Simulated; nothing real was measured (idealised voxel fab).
Process module under the name voxel fin reveal
We display cut, a cross-section 230 nm in width whose square cells are each 5 nm.
Cross-section = grid of square cells, listed top down in bands; band = one or more rows. Top, bottom (nm), then materials left to right with widths (nm); lone material tagged "full width" fills the whole band edge to edge; "blank" = empty space. Where do heights start? At 0: under that level the wafer as delivered is made of one material only. And the lowest band has no floor; it just carries on downward, as in "0 down". When a width is written as two numbers, as in "30 to 40", the first number is the width in the top row of cells of the band and the second is the width in its bottom row, and the width changes by the same amount from each row to the next. What does "remains unaltered" mean for a step? It means no cell of the cross-section changed in that step. Heads up: "Completely sealed voids" only lists the empty pockets with no open path to the top that are 8 cells or more, and it writes them as width x height at distance, distance from the left edge, in nm. Post-settings text on a step line: simulator's own remark regarding the step. What "overlay nm" on a step's line means: if the step has a mask, that mask lay this far to the right of its planned place, or, when the value is negative, to the left.
Process steps foreseen in the plan:
1 RECEIVE,material Si
2 CONFORMAL_DEP,material SiN,thk nm 10
3 MASKED_ETCH,tone cover,mask id FINS,width nm 15,pitch nm 45,etch materials SiN,depth nm 10,overlay nm 0
4 MASKED_ETCH,tone cover,mask id FINS,width nm 15,pitch nm 45,etch materials Si,depth nm 35,overlay nm 0
5 OXIDIZE,depth nm 5
6 FILL_DEP,material SiO2,thk nm 15
7 CMP,height nm 10
8 SELECTIVE_ETCH,etch materials SiO2,depth nm 25
9 STRIP,etch materials SiN
10 CONFORMAL_DEP,material SiO2,thk nm 5
Account of the first of two wafers, which was processed as intended:
As received (post step 1): cross-section:
    0 down | Si full width
    Completely sealed voids: none
Wafer after step 2 (cross-section):
    10 to 0 | SiN full width
    Rest of section, below 0: as before.
Wafer after step 3 (cross-section):
    10 to 0 | 85 of blank / 15 of SiN / 30 of blank / 15 of SiN / 85 of blank
    Rest of section, below 0: as before.
Wafer after step 4 (cross-section):
    10 to 0 | 85 of blank / 15 of SiN / 30 of blank / 15 of SiN / 85 of blank
    0 to -35 | 85 of blank / 15 of Si / 30 of blank / 15 of Si / 85 of blank
    Rest of section, below -35: as before.
Wafer after step 5 (cross-section):
    10 to 0 | 85 of blank / 15 of SiN / 30 of blank / 15 of SiN / 85 of blank
    0 to -35 | 85 of blank / 5 of SiO2 / 5 of Si / 5 of SiO2 / 30 of blank / 5 of SiO2 / 5 of Si / 5 of SiO2 / 85 of blank
    -35 to -40 | 90 of SiO2 / 5 of Si / 40 of SiO2 / 5 of Si / 90 of SiO2
    Rest of section, below -40: as before.
Wafer after step 6 (cross-section):
    25 to 10 | SiO2 full width
    10 to 0 | 85 of SiO2 / 15 of SiN / 30 of SiO2 / 15 of SiN / 85 of SiO2
    0 to -40 | 90 of SiO2 / 5 of Si / 40 of SiO2 / 5 of Si / 90 of SiO2
    Rest of section, below -40: as before.
Wafer after step 7 (cross-section):
    10 to 0 | 85 of SiO2 / 15 of SiN / 30 of SiO2 / 15 of SiN / 85 of SiO2
    Rest of section, below 0: as before.
Wafer after step 8 (cross-section):
    10 to 0 | 85 of blank / 15 of SiN / 30 of blank / 15 of SiN / 85 of blank
    0 to -15 | 90 of blank / 5 of Si / 40 of blank / 5 of Si / 90 of blank
    Rest of section, below -15: as before.
Wafer after step 9 (cross-section):
    0 to -15 | 90 of blank / 5 of Si / 40 of blank / 5 of Si / 90 of blank
    Rest of section, below -15: as before.
Wafer after step 10 (cross-section):
    5 to 0 | 85 of blank / 15 of SiO2 / 30 of blank / 15 of SiO2 / 85 of blank
    0 to -10 | 85 of blank / 5 of SiO2 / 5 of Si / 5 of SiO2 / 30 of blank / 5 of SiO2 / 5 of Si / 5 of SiO2 / 85 of blank
    -10 to -40 | 90 of SiO2 / 5 of Si / 40 of SiO2 / 5 of Si / 90 of SiO2
    Rest of section, below -40: as before.
Companion wafer, the second of two: same beginning, same intended sequence, one mistake in carrying it out; through step 9 inclusive it tracks the first exactly:
Cross-section: second wafer, time at which step 10 was scheduled to end: remains unaltered
Plan not followed: step 10 of the plan was omitted and not executed
Final wafer comparison in cells, second versus first, more or fewer per material: SiO2: 58 fewer
